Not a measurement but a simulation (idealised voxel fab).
This is a process module. Its name is voxel wiring stack.
Section cut is 220 nm wide and gridded with 5 nm square cells.
We lay out every cross-section as a grid of square cells and spell it out in bands from the top down, where one band means one or more rows of cells.
This entry defines a band. It first specifies the height of the band's top and the height of its bottom in nm, and then specifies the band's materials from left to right, stating each material with its width in nm. The word "edge to edge" identifies a single material that fills the band from edge to edge, while the word "empty" identifies empty space.
Heights from 0 (as-received wafer is one material below). Bottom band endless downward, as "from 0 down".
Read "30 to 40" as a graded width: first number on top, second number at the bottom, same change between each pair of neighbouring rows.
Any step labelled "everything unchanged" changed none of the cells in the cross-section.
Entry "closed voids". Content: empty spaces with no open connection to the top, size 8 cells or greater. Each: width x height at distance. Distance: from left edge. Unit: nm.
If you see something after the settings on a step's line, that's the simulator's own remark about that step.
Among the settings permitted on a step's line is "overlay nm"; applied to a step with a mask, it specifies the extent to which the mask lay to the right of its planned position, whereas a negative figure signifies a position to the left.
## The following list gives the planned process steps
- 1: RECEIVE,material Si
- 2: CONFORMAL_DEP,material SiO2,thk nm 10
- 3: CONFORMAL_DEP,material SiN,thk nm 5
- 4: DIRECTIONAL_DEP,material lowk,thk nm 20
- 5: MASKED_ETCH,tone open,mask id METAL_1,width nm 30,pitch nm 50,etch materials lowk,depth nm 20,overlay nm 0
- 6: MASKED_ETCH,tone open,mask id METAL_1,width nm 30,pitch nm 50,etch materials SiN,depth nm 5,overlay nm 0
- 7: CONFORMAL_DEP,material TiN,thk nm 5
- 8: FILL_DEP,material Cu,thk nm 10
- 9: CMP,height nm 35
- 10: EPI,material Ru,thk nm 5
- 11: FILL_DEP,material SiCN,thk nm 5
- 12: DIRECTIONAL_DEP,material lowk,thk nm 20
- 13: MASKED_ETCH,tone open,mask id PLUG_1,width nm 15,etch materials lowk,depth nm 20,overlay nm 0
- 14: MASKED_ETCH,tone open,mask id PLUG_1,width nm 15,etch materials SiCN,depth nm 5,overlay nm 0
- 15: EPI,material Ru,thk nm 10
- 16: EPI,material Ru,thk nm 10
- 17: EPI,material Ru,thk nm 5
- 18: CONFORMAL_DEP,material SiN,thk nm 5
- 19: DIRECTIONAL_DEP,material lowk,thk nm 25
- 20: MASKED_ETCH,tone open,mask id METAL_2,width nm 30,pitch nm 50,etch materials lowk,depth nm 25,overlay nm 0
- 21: MASKED_ETCH,tone open,mask id METAL_2,width nm 30,pitch nm 50,etch materials SiN,depth nm 5,overlay nm 0
- 22: CONFORMAL_DEP,material TiN,thk nm 5
- 23: FILL_DEP,material W,thk nm 10
- 24: CMP,height nm 95
- 25: CONFORMAL_DEP,material SiCN,thk nm 5
- 26: DIRECTIONAL_DEP,material SiO2,thk nm 15
- 27: PATTERN,tone open,mask id PLUG_2,material resist,width nm 15,pitch nm 50,thk nm 20,overlay nm 0
- 28: DIRECTIONAL_ETCH,etch materials SiO2,depth nm 15
- 29: DIRECTIONAL_ETCH,etch materials SiCN,depth nm 5
- 30: STRIP,etch materials resist
- 31: EPI,material Ru,thk nm 10
- 32: EPI,material Ru,thk nm 10
- 33: CONFORMAL_DEP,material SiCN,thk nm 5
- 34: DIRECTIONAL_DEP,material SiO2,thk nm 15
- 35: MASKED_ETCH,tone open,mask id METAL_3,width nm 30,pitch nm 50,etch materials SiO2,depth nm 15,overlay nm 0
- 36: MASKED_ETCH,tone open,mask id METAL_3,width nm 30,pitch nm 50,etch materials SiCN,depth nm 5,overlay nm 0
- 37: CONFORMAL_DEP,material TiN,thk nm 5
- 38: FILL_DEP,material W,thk nm 5
- 39: CMP,height nm 135
- 40: EPI,material Ru,thk nm 5
- 41: FILL_DEP,material SiCN,thk nm 5
- 42: DIRECTIONAL_DEP,material SiO2,thk nm 10
- 43: MASKED_ETCH,tone open,mask id PLUG_3,width nm 15,pitch nm 50,etch materials SiO2,depth nm 10,overlay nm 0
- 44: MASKED_ETCH,tone open,mask id PLUG_3,width nm 15,pitch nm 50,etch materials SiCN,depth nm 5,overlay nm 0
- 45: EPI,material Ru,thk nm 10
- 46: EPI,material Ru,thk nm 5
- 47: CONFORMAL_DEP,material SiCN,thk nm 5
- 48: DIRECTIONAL_DEP,material lowk,thk nm 15
- 49: MASKED_ETCH,tone open,mask id METAL_4,width nm 30,pitch nm 50,etch materials lowk,depth nm 15,overlay nm 0
- 50: MASKED_ETCH,tone open,mask id METAL_4,width nm 30,pitch nm 50,etch materials SiCN,depth nm 5,overlay nm 0
- 51: CONFORMAL_DEP,material TiN,thk nm 5
- 52: FILL_DEP,material W,thk nm 10
- 53: CMP,height nm 175
- 54: CONFORMAL_DEP,material SiCN,thk nm 5
## Step 1 complete: cross-section of the wafer as received
    from 0 down: Si edge to edge
    closed voids: none
## First of two wafers, end-of-module section, run followed plan
    from 180 to 175: SiCN edge to edge
    from 175 to 160: lowk (70)  TiN (5)  W (20)  TiN (5)  lowk (20)  TiN (5)  W (20)  TiN (5)  lowk (70)
    from 160 to 155: SiCN (70)  TiN (30)  SiCN (20)  TiN (30)  SiCN (70)
    from 155 to 145: SiO2 (70)  Ru (15)  SiO2 (35)  Ru (15)  SiO2 (85)
    from 145 to 135: SiCN (70 to 65)  Ru (15 to 40)  SiCN (35 to 10)  Ru (15 to 40)  SiCN (85 to 65)
    from 135 to 120: SiO2 (70)  TiN (5)  W (20)  TiN (5)  SiO2 (20)  TiN (5)  W (20)  TiN (5)  SiO2 (70)
    from 120 to 115: SiCN (70)  TiN (30)  SiCN (20)  TiN (30)  SiCN (70)
    from 115 to 100: SiO2 (70)  Ru (15)  SiO2 (35)  Ru (15)  SiO2 (85)
    from 100 to 95: SiCN (70)  Ru (15)  SiCN (35)  Ru (15)  SiCN (85)
    from 95 to 70: lowk (70)  TiN (5)  W (20)  TiN (5)  lowk (20)  TiN (5)  W (20)  TiN (5)  lowk (70)
    from 70 to 65: SiN (70)  TiN (30)  SiN (20)  TiN (30)  SiN (70)
    from 65 to 45: lowk (70)  Ru (15)  lowk (135)
    from 45 to 40: SiCN (70)  Ru (15)  SiCN (135)
    from 40 to 35: SiCN (65)  Ru (40)  SiCN (10)  Ru (40)  SiCN (65)
    from 35 to 15: lowk (70)  TiN (5)  Cu (20)  TiN (5)  lowk (20)  TiN (5)  Cu (20)  TiN (5)  lowk (70)
    from 15 to 10: SiN (70)  TiN (30)  SiN (20)  TiN (30)  SiN (70)
    from 10 to 0: SiO2 edge to edge
    from 0 down: Si edge to edge
    closed voids: none
## Second wafer through the module, sectioned at the end: same beginning and same plan as the first wafer, with one mistake in carrying it out
    from 180 to 175: SiCN edge to edge
    from 175 to 160: lowk (70)  TiN (5)  W (20)  TiN (5)  lowk (20)  TiN (5)  W (20)  TiN (5)  lowk (70)
    from 160 to 155: SiCN (70)  TiN (30)  SiCN (20)  TiN (30)  SiCN (70)
    from 155 to 145: SiO2 (70)  Ru (15)  SiO2 (35)  Ru (15)  SiO2 (85)
    from 145 to 135: SiCN (70 to 65)  Ru (15 to 40)  SiCN (35 to 10)  Ru (15 to 40)  SiCN (85 to 65)
    from 135 to 120: SiO2 (70)  TiN (5)  W (20)  TiN (5)  SiO2 (20)  TiN (5)  W (20)  TiN (5)  SiO2 (70)
    from 120 to 115: SiCN (70)  TiN (30)  SiCN (20)  TiN (30)  SiCN (70)
    from 115 to 100: SiO2 (70)  Ru (15)  SiO2 (35)  Ru (15)  SiO2 (85)
    from 100 to 95: SiCN (70)  Ru (15)  SiCN (35)  Ru (15)  SiCN (85)
    from 95 to 75: lowk (70)  TiN (5)  W (20)  TiN (5)  lowk (20)  TiN (5)  W (20)  TiN (5)  lowk (70)
    from 75 to 70: SiN (70)  TiN (30)  SiN (20)  TiN (30)  SiN (70)
    from 70 to 50: lowk (70)  Ru (15)  lowk (135)
    from 50 to 45: SiCN (70)  Ru (15)  SiCN (135)
    from 45 to 40: Ru edge to edge
    from 40 to 35: TiN (75)  Cu (20)  TiN (30)  Cu (20)  TiN (75)
    from 35 to 15: lowk (70)  TiN (5)  Cu (20)  TiN (5)  lowk (20)  TiN (5)  Cu (20)  TiN (5)  lowk (70)
    from 15 to 10: SiN (70)  TiN (30)  SiN (20)  TiN (30)  SiN (70)
    from 10 to 0: SiO2 edge to edge
    from 0 down: Si edge to edge
    closed voids: none
Finding, execution versus plan: heads up, step 9 didn't go per plan, it actually ran as CMP,height nm 40
Bottom line after processing is that, in cells, the second wafer is up or down on some materials versus the first: 8 more of Cu, 28 more of Ru, 28 fewer of SiCN, 32 more of TiN, 8 fewer of W, 32 fewer of lowk
